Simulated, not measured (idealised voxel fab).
Name of the process module below: voxel gate over fins
Section cut is 245 nm wide and gridded with 5 nm square cells.
In what follows, cross-sections appear as grids of square cells, described through bands that run from the top down, where every band is one or more rows of cells.
Band entry format. Leading values: height of top, height of bottom, nm. Remainder: materials in left-to-right order, each with its width in nm. Special words: "all across" on a single material, which then fills the band edge to edge; "air", empty space.
Where do heights start? At 0: under that level the wafer as delivered is made of one material only. And the lowest band has no floor; it just carries on downward, as in "0..down".
Width spec "30..40" -> top row of cells at first value, bottom row at second value, equal per-row change in between.
A step reported as "nothing altered" is a step in which no cell of the cross-section changed.
What "Encapsulated voids" gives you is every empty space of 8 cells or more that is cut off from the top. Each appears as width x height at distance, with the distance taken from the left edge and width, height and distance all in nm.
Whatever follows a step's settings on its line is a remark the simulator itself makes about that step.
The "overlay nm" setting may appear on a step's line; for a step that uses a mask, it gives how far to the right of its planned position the mask lay, and a negative value indicates the left.

### The following list gives the planned process steps
1. RECEIVE [material Si]
2. CONFORMAL_DEP [material SiN] [thk nm 5]
3. PATTERN [tone cover] [mask id FINS] [material resist] [width nm 15] [pitch nm 35] [thk nm 15] [overlay nm 0]
4. DIRECTIONAL_ETCH [etch materials SiN] [depth nm 5]
5. DIRECTIONAL_ETCH [etch materials Si] [depth nm 40]
6. STRIP [etch materials resist]
7. FILL_DEP [material SiO2] [thk nm 10]
8. CMP [height nm 5]
9. SELECTIVE_ETCH [etch materials SiO2] [depth nm 15]
10. STRIP [etch materials SiN]
11. CONFORMAL_DEP [material HfO2] [thk nm 5]
12. CONFORMAL_DEP [material TiN] [thk nm 5]
13. FILL_DEP [material W] [thk nm 15]
14. CMP [height nm 10]
15. CONFORMAL_DEP [material SiCN] [thk nm 5]
The plan shows the height nm of step 14 as the first wafer had it; this setting differs between the wafers, which start out alike.

### Step 1 complete: as-received cross-section of the first of several wafers
> 0..down = Si all across
> Encapsulated voids: none

### What follows is a table in which each wafer occupies a row; for the wafer as it stands at the close of the module, the row states, material by material, how many cells have been gained (+) or lost (-) since receipt, and then gives its closed voids
height nm 10 | +65 HfO2 | -296 Si | +49 SiCN | +222 SiO2 | +65 TiN | +42 W | Encapsulated voids: none
height nm 15 | +65 HfO2 | -296 Si | +49 SiCN | +222 SiO2 | +65 TiN | +91 W | Encapsulated voids: none
height nm 20 | +65 HfO2 | -296 Si | +49 SiCN | +222 SiO2 | +65 TiN | +140 W | Encapsulated voids: none
height nm 25 | +65 HfO2 | -296 Si | +49 SiCN | +222 SiO2 | +65 TiN | +189 W | Encapsulated voids: none
